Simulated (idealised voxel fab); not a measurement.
The name of this process module is voxel ribs on slabs.
Section shown: cut. Width: 275 nm. Cell size: 5 nm, square.
Bands, listed from the top down, are how a cross-section gets written in this document; the cross-section itself is a grid of square cells, and a band is one or more rows of them. This entry defines a band. It first specifies the height of the band's top and the height of its bottom in nm, and then specifies the band's materials from left to right, stating each material with its width in nm. The word "full width" identifies a single material that fills the band from edge to edge, while the word "empty" identifies empty space. Heights from 0 (as-received wafer is one material below). Bottom band endless downward, as "z 0 and below". Width spec "30 to 40" -> top row of cells at first value, bottom row at second value, equal per-row change in between. No cell of the cross-section changed in a step that is given as "all unchanged". For the entry "Sealed void list", the listed items are empty spaces with no open way to the top whose size is 8 cells or more; each item follows the pattern width x height at distance, where distance is from the left edge and all three are in nm. Past the settings on a step's line: simulator remark, on that step. overlay nm: on a step with a mask, how far right of its planned place the mask lay; negative means left.
Plan
step 1: RECEIVE, material Si
step 2: DIRECTIONAL_DEP, material SiO2, thk nm 25
step 3: DIRECTIONAL_DEP, material SiN, thk nm 15
step 4: MASKED_ETCH, tone cover, mask id RIB, width nm 25, etch materials SiN, depth nm 5, overlay nm 0
step 5: DIRECTIONAL_DEP, material aC, thk nm 15
step 6: PATTERN, tone cover, mask id SLAB, material resist, width nm 55, thk nm 35, overlay nm 0
step 7: DIRECTIONAL_ETCH, etch materials aC, depth nm 15
step 8: STRIP, etch materials resist
step 9: DIRECTIONAL_ETCH, etch materials SiN, depth nm 10
step 10: STRIP, etch materials aC
step 11: FILL_DEP, material SiO2, thk nm 15
step 12: CMP, height nm 50
step 13: DIRECTIONAL_DEP, material W, thk nm 10
step 14: PATTERN, tone cover, mask id HEATER, material resist, width nm 35, thk nm 20, overlay nm 0
step 15: DIRECTIONAL_ETCH, etch materials W, depth nm 10
step 16: STRIP, etch materials resist
step 17: CONFORMAL_DEP, material SiN, thk nm 10
So, the first of our two wafers, run just as we planned it
Cross-section of the wafer upon arrival, representing the state reached after step 1
    z 0 and below  Si full width
    Sealed void list: none
Cross-section: wafer state after step 2
    z 25 to 0  SiO2 full width
    All layers under 0 are left as they were.
Cross-section: wafer state after step 3
    z 40 to 25  SiN full width
    All layers under 25 are left as they were.
Cross-section: wafer state after step 4
    z 40 to 35  125 empty  25 SiN  125 empty
    All layers under 35 are left as they were.
Cross-section: wafer state after step 5
    z 55 to 50  125 empty  25 aC  125 empty
    z 50 to 40  aC full width
    z 40 to 35  125 aC  25 SiN  125 aC
    All layers under 35 are left as they were.
Cross-section: wafer state after step 6
    z 90 to 55  110 empty  55 resist  110 empty
    z 55 to 50  110 empty  15 resist  25 aC  15 resist  110 empty
    All layers under 50 are left as they were.
Cross-section: wafer state after step 7
    z 75 to 55  110 empty  55 resist  110 empty
    z 55 to 50  110 empty  15 resist  25 aC  15 resist  110 empty
    z 50 to 40  110 empty  55 aC  110 empty
    z 40 to 35  110 empty  15 aC  25 SiN  15 aC  110 empty
    All layers under 35 are left as they were.
Cross-section: wafer state after step 8
    z 55 to 50  125 empty  25 aC  125 empty
    All layers under 50 are left as they were.
Cross-section: wafer state after step 9
    z 55 to 50  125 empty  25 aC  125 empty
    z 50 to 40  110 empty  55 aC  110 empty
    z 40 to 35  110 empty  15 aC  25 SiN  15 aC  110 empty
    z 35 to 25  110 empty  55 SiN  110 empty
    All layers under 25 are left as they were.
Cross-section: wafer state after step 10
    z 40 to 35  125 empty  25 SiN  125 empty
    All layers under 35 are left as they were.
Cross-section: wafer state after step 11
    z 55 to 40  SiO2 full width
    z 40 to 35  125 SiO2  25 SiN  125 SiO2
    z 35 to 25  110 SiO2  55 SiN  110 SiO2
    All layers under 25 are left as they were.
Cross-section: wafer state after step 12
    z 50 to 40  SiO2 full width
    All layers under 40 are left as they were.
Cross-section: wafer state after step 13
    z 60 to 50  W full width
    All layers under 50 are left as they were.
Cross-section: wafer state after step 14
    z 80 to 60  120 empty  35 resist  120 empty
    All layers under 60 are left as they were.
Cross-section: wafer state after step 15
    z 80 to 60  120 empty  35 resist  120 empty
    z 60 to 50  120 empty  35 W  120 empty
    All layers under 50 are left as they were.
Cross-section: wafer state after step 16
    z 60 to 50  120 empty  35 W  120 empty
    All layers under 50 are left as they were.
Cross-section: wafer state after step 17
    z 70 to 60  110 empty  55 SiN  110 empty
    z 60 to 50  120 SiN  35 W  120 SiN
    All layers under 50 are left as they were.
Okay, second wafer. Nothing different at the start, nothing different in the plan, just one mistake somewhere in the running. As far as step 13, counting that step, it's the first wafer all over again
Here is the second wafer in cross-section at the point where step 14 of the plan should have been done
    z 80 to 60  120 empty  40 resist  115 empty
    All layers under 60 are left as they were.
Here is the second wafer in cross-section at the point where step 15 of the plan should have been done
    z 80 to 60  120 empty  40 resist  115 empty
    z 60 to 50  120 empty  40 W  115 empty
    All layers under 50 are left as they were.
Here is the second wafer in cross-section at the point where step 16 of the plan should have been done
    z 60 to 50  120 empty  40 W  115 empty
    All layers under 50 are left as they were.
Here is the second wafer in cross-section at the point where step 17 of the plan should have been done
    z 70 to 60  110 empty  60 SiN  105 empty
    z 60 to 50  120 SiN  40 W  115 SiN
    All layers under 50 are left as they were.
Misprocessing identified: step 14 ran differently from the plan; actual operation with settings: PATTERN, tone cover, mask id HEATER, material resist, width nm 40, thk nm 20, overlay nm 0
Materials where the second wafer ends with more or fewer cells than the first: 2 more of W
